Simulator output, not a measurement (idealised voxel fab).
Process module in this document: voxel wiring stack
This is section cut - it's 195 nm across, gridded in 5 nm square cells.
Just so we're on the same page, the cross-sections are grids of square cells, and they're listed out in bands top to bottom, each band one or more rows deep.
Top, bottom (nm), then materials left to right with widths (nm); lone material tagged "full width" fills the whole band edge to edge; "empty" = empty space.
For the purposes of this specification, 0 denotes the height below which the wafer in its as-received condition is composed wholly of one material, and the lowermost band, lacking a lower limit, extends downward without end, as expressed in "0 down".
A width such as "30..40" changes by the same amount from each row of cells to the next, from the band's top row to its bottom row.
Step marked "no modification"? Then no cell in the cross-section changed in it.
Each empty space that has no open way to the top and spans at least 8 cells appears under "Unvented cavities" as width x height at distance, the distance counted from the left edge, all in nm.
It should be noted that, on the line of a given step, the content following the step's settings is a remark produced by the simulator itself with respect to that step.
The line of a step may include "overlay nm". On a step with a mask, this value is how far to the right of its planned place the mask lay. A negative value means the mask lay to the left.

plan
1) RECEIVE: material Si
2) CONFORMAL_DEP: material SiO2, thk nm 10
3) CONFORMAL_DEP: material SiCN, thk nm 5
4) DIRECTIONAL_DEP: material SiO2, thk nm 15
5) PATTERN: tone open, mask id METAL_1, material resist, width nm 25, pitch nm 55, thk nm 15, overlay nm 0
6) DIRECTIONAL_ETCH: etch materials SiO2, depth nm 15
7) DIRECTIONAL_ETCH: etch materials SiCN, depth nm 5
8) STRIP: etch materials resist
9) CONFORMAL_DEP: material TiN, thk nm 5
10) FILL_DEP: material W, thk nm 5
11) CMP: height nm 30
12) CONFORMAL_DEP: material SiCN, thk nm 5
13) DIRECTIONAL_DEP: material lowk, thk nm 15
14) PATTERN: tone open, mask id PLUG_1, material resist, width nm 15, pitch nm 55, thk nm 15, overlay nm 0
15) DIRECTIONAL_ETCH: etch materials lowk, depth nm 15
16) DIRECTIONAL_ETCH: etch materials SiCN, depth nm 5
17) STRIP: etch materials resist
18) CONFORMAL_DEP: material TiN, thk nm 5
19) FILL_DEP: material Ru, thk nm 10
20) CMP: height nm 50
21) DIRECTIONAL_DEP: material TiN, thk nm 5
22) DIRECTIONAL_DEP: material W, thk nm 15
23) DIRECTIONAL_DEP: material aC, thk nm 10
24) PATTERN: tone cover, mask id METAL_2, material resist, width nm 25, pitch nm 55, thk nm 25, overlay nm 0
25) DIRECTIONAL_ETCH: etch materials aC, depth nm 10
26) STRIP: etch materials resist
27) DIRECTIONAL_ETCH: etch materials W, depth nm 15
28) DIRECTIONAL_ETCH: etch materials TiN, depth nm 5
29) STRIP: etch materials aC
30) CONFORMAL_DEP: material SiN, thk nm 5
31) FILL_DEP: material SiO2, thk nm 5
32) CMP: height nm 70
33) CONFORMAL_DEP: material SiCN, thk nm 5
34) DIRECTIONAL_DEP: material lowk, thk nm 25
35) MASKED_ETCH: tone open, mask id METAL_3_HOLES, width nm 15, etch materials lowk, depth nm 25, overlay nm 0
36) PATTERN: tone open, mask id METAL_3, material resist, width nm 25, pitch nm 55, thk nm 20, overlay nm 0
37) DIRECTIONAL_ETCH: etch materials lowk, depth nm 15
38) DIRECTIONAL_ETCH: etch materials SiCN, depth nm 5
39) STRIP: etch materials resist
40) CONFORMAL_DEP: material TiN, thk nm 5
41) FILL_DEP: material Cu, thk nm 10
42) CMP: height nm 100
43) CONFORMAL_DEP: material SiCN, thk nm 5

Cross-section of the wafer at receipt, which is the condition after step 1
  0 down = Si full width
  Unvented cavities: none

Cross-section, end of module. Start: as above. Plan: as above. Execution: one mistake
  105 to 100 = SiCN full width
  100 to 90 = lowk: 55 / TiN: 5 / Cu: 15 / TiN: 5 / lowk: 30 / TiN: 5 / Cu: 15 / TiN: 5 / lowk: 60
  90 to 85 = lowk: 55 / TiN: 5 / Cu: 5 / TiN: 15 / lowk: 30 / TiN: 25 / lowk: 60
  85 to 75 = lowk: 55 / TiN: 5 / Cu: 5 / TiN: 5 / lowk: 125
  75 to 70 = SiCN: 55 / TiN: 15 / SiCN: 125
  70 to 55 = SiO2: 50 / SiN: 5 / W: 25 / SiN: 5 / SiO2: 20 / SiN: 5 / W: 25 / SiN: 5 / SiO2: 55
  55 to 50 = SiN: 55 / TiN: 25 / SiN: 30 / TiN: 25 / SiN: 60
  50 to 35 = lowk: 55 / TiN: 5 / Ru: 10 / TiN: 5 / lowk: 35 / TiN: 5 / Ru: 10 / TiN: 5 / lowk: 65
  35 to 30 = SiCN: 55 / TiN: 20 / SiCN: 35 / TiN: 20 / SiCN: 65
  30 to 15 = SiO2: 55 / TiN: 5 / W: 15 / TiN: 5 / SiO2: 30 / TiN: 5 / W: 15 / TiN: 5 / SiO2: 60
  15 to 10 = SiCN: 55 / TiN: 25 / SiCN: 30 / TiN: 25 / SiCN: 60
  10 to 0 = SiO2 full width
  0 down = Si full width
  Unvented cavities: none
What broke from the plan during processing? step 14 did not use the planned setting and instead ran as PATTERN: tone open, mask id PLUG_1, material resist, width nm 20, pitch nm 55, thk nm 15, overlay nm 0
